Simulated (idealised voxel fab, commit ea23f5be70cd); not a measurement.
Presented below is a process module, voxel ribs on slabs.
Section cut is 235 nm wide and gridded with 5 nm square cells.
In what follows, cross-sections appear as grids of square cells, described through bands that run from the top down, where every band is one or more rows of cells. This entry defines a band. It first specifies the height of the band's top and the height of its bottom in nm, and then specifies the band's materials from left to right, stating each material with its width in nm. The word "everywhere" identifies a single material that fills the band from edge to edge, while the word "empty" identifies empty space. Ref level 0: as-received wafer is one material below here. Bottom band extends down with no lower bound ("0..down"). A width given as "30->40" starts at the first number in the band's top row and ends at the second number in its bottom row, shifting by an equal amount at every step from row to row. It should be understood that the words "nothing changed", when stated for a given step, signify that the cross-section underwent no change in any of its cells during that step. "Closed cavity list": empty spaces of 8 cells or more with no open way to the top, each given as width x height at distance, distance from the left edge, all in nm. If you see something after the settings on a step's line, that's the simulator's own remark about that step. "overlay nm" on a masked step: distance the mask lay right of its planned place, negative for left.

[Here's what the planned process steps look like]
1. RECEIVE (material Si)
2. DIRECTIONAL_DEP (material SiO2; thk nm 30)
3. DIRECTIONAL_DEP (material SiN; thk nm 20)
4. PATTERN (tone cover; mask id RIB; material resist; width nm 20; thk nm 20; overlay nm 0)
5. DIRECTIONAL_ETCH (etch materials SiN; depth nm 10)
6. STRIP (etch materials resist)
7. PATTERN (tone cover; mask id SLAB; material resist; width nm 50; thk nm 20; overlay nm 0)
8. DIRECTIONAL_ETCH (etch materials SiN; depth nm 10)
9. STRIP (etch materials resist)
10. FILL_DEP (material SiO2; thk nm 15)
11. CMP (height nm 60)
12. DIRECTIONAL_DEP (material TiN; thk nm 10)
13. DIRECTIONAL_DEP (material aC; thk nm 10)
14. PATTERN (tone cover; mask id HEATER; material resist; width nm 30; thk nm 30; overlay nm 0)
15. DIRECTIONAL_ETCH (etch materials aC; depth nm 10)
16. STRIP (etch materials resist)
17. DIRECTIONAL_ETCH (etch materials TiN; depth nm 10)
18. STRIP (etch materials aC)
19. CONFORMAL_DEP (material SiN; thk nm 5)

[Step 1 complete: cross-section of the wafer as received]
0..down | Si everywhere
Closed cavity list: none

[The module was run from the start shown above using the plan shown above, but one mistake was made doing it; the resulting wafer cross-section is below]
75..60 | SiN everywhere
60..50 | SiO2 everywhere
50..40 | SiO2 105  SiN 20  SiO2 110
40..30 | SiO2 90  SiN 50  SiO2 95
30..0 | SiO2 everywhere
0..down | Si everywhere
Closed cavity list: none
What was the processing mistake? step 12 ran with different settings than intended, the actual operation and settings being DIRECTIONAL_DEP (material SiN; thk nm 10)
